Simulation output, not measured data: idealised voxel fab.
Process module under the name voxel released beams
Cross-section cut: width 235 nm, square cells of 5 nm.
In what follows, cross-sections appear as grids of square cells, described through bands that run from the top down, where every band is one or more rows of cells.
Look at the band entry: it leads with the top's height and the bottom's height in nm. Then it lists the materials left to right, with a width in nm for each. The word "edge to edge" on a single material says that material fills the band edge to edge. The word "blank" is empty space.
Beneath 0, the wafer as received is one material, and that level is where height counting begins. The lowest band goes on downward without a bottom; it is written like "top 0, no bottom".
You'd read "30..40" like this: the band's top row of cells is as wide as the first number, its bottom row is as wide as the second, and going down, every row changes width by the same amount as the row before did.
Step marked "nothing different"? Then no cell in the cross-section changed in it.
Heads up: "Closed empty spaces" only lists the empty pockets with no open path to the top that are 8 cells or more, and it writes them as width x height at distance, distance from the left edge, in nm.
On a step's line, text after the settings is the simulator commenting on that step.
The optional step-line setting "overlay nm" applies to steps with a mask and quantifies how far to the right of its planned location the mask lay, a negative value indicating leftward placement.

The steps planned for the process are as follows:
| 1 | RECEIVE (material Si) |
| 2 | CONFORMAL_DEP (material Al2O3; thk nm 10) |
| 3 | DIRECTIONAL_DEP (material SiO2; thk nm 15) |
| 4 | MASKED_ETCH (tone open; mask id ANCHOR; width nm 30; etch materials SiO2; depth nm 15; overlay nm 0) |
| 5 | CONFORMAL_DEP (material polySi; thk nm 10) |
| 6 | MASKED_ETCH (tone cover; mask id BEAM; width nm 100; etch materials polySi; depth nm 10; overlay nm 0) |
| 7 | STRIP (etch materials SiO2) |

Cross-section of the wafer as it came to us, i.e., already through step 1:
	top 0, no bottom = Si edge to edge
	Closed empty spaces: none

Cross-section taken at module completion on the first of two wafers; processed per the plan:
	top 35, bottom 25 = 65 of blank  15 of polySi  10 of blank  75 of polySi  70 of blank
	top 25, bottom 20 = 70 of blank  10 of polySi  10 of blank  10 of polySi  135 of blank
	top 20, bottom 10 = 70 of blank  30 of polySi  135 of blank
	top 10, bottom 0 = Al2O3 edge to edge
	top 0, no bottom = Si edge to edge
	Closed empty spaces: none

Here's the second of our two wafers sectioned at module end. Same start as the first, same plan, but one mistake got made running it:
	top 35, bottom 25 = 65 of blank  100 of polySi  70 of blank
	top 25, bottom 10 = polySi edge to edge
	top 10, bottom 0 = Al2O3 edge to edge
	top 0, no bottom = Si edge to edge
	Closed empty spaces: none
So what did we get wrong on this run? contrary to plan, step 3 was performed as DIRECTIONAL_DEP (material polySi; thk nm 15)
Bottom line after processing is that, in cells, the second wafer is up or down on some materials versus the first: polySi: 129 more
